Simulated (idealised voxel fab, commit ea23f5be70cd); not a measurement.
Module name: voxel local oxidation (process module)
Square cell edge 5 nm, section width 240 nm, ID cut.
Bands, listed from the top down, are how a cross-section gets written in this document; the cross-section itself is a grid of square cells, and a band is one or more rows of them. Band: top and bottom heights (nm) first, top before bottom; then materials from left to right, widths in nm. "all across" marks a sole material filling the band edge to edge. "air" denotes empty space. Beneath 0, the wafer as received is one material, and that level is where height counting begins. The lowest band goes on downward without a bottom; it is written like "from 0 down". With a width like "30 to 40", each row of cells in the band differs from the next by the same amount, the top row carrying the first number and the bottom row the second. Reading "stayed the same" for a step: not a cell of the cross-section changed in it. The label "Voids, fully enclosed" introduces a list of the empty spaces, 8 cells or larger, that have no open way up to the top; each entry in it reads width x height at distance, where the distance is taken from the left edge and all three are stated in nm. Heads up: the bit after the settings on a step's line is the simulator's remark on that step. Regarding "overlay nm": on a step with a mask, it is the distance the mask lay to the right of its planned place; a negative value places it to the left.

So here's the lineup of process steps we planned:
1) RECEIVE: material Si
2) OXIDIZE: depth nm 5
3) CONFORMAL_DEP: material SiN, thk nm 15
4) MASKED_ETCH: tone cover, mask id ACTIVE, width nm 115, etch materials SiN, depth nm 15, overlay nm 0
5) SELECTIVE_ETCH: etch materials SiO2, depth nm 5
6) OXIDIZE: depth nm 10
7) STRIP: etch materials SiN

Delivered wafer in cross-section: state after step 1:
> from 0 down = Si all across
> Voids, fully enclosed: none

End state of the module in cross-section, given the above starting point and plan and one mistake in execution:
> from 0 to -5 = 55 of air | 105 of SiO2 | 80 of air
> from -5 to -15 = 65 of SiO2 | 85 of Si | 90 of SiO2
> from -15 down = Si all across
> Voids, fully enclosed: none
What was the processing mistake? step 4 deviated from plan and actually ran as MASKED_ETCH: tone cover, mask id ACTIVE, width nm 115, etch materials SiN, depth nm 15, overlay nm -10
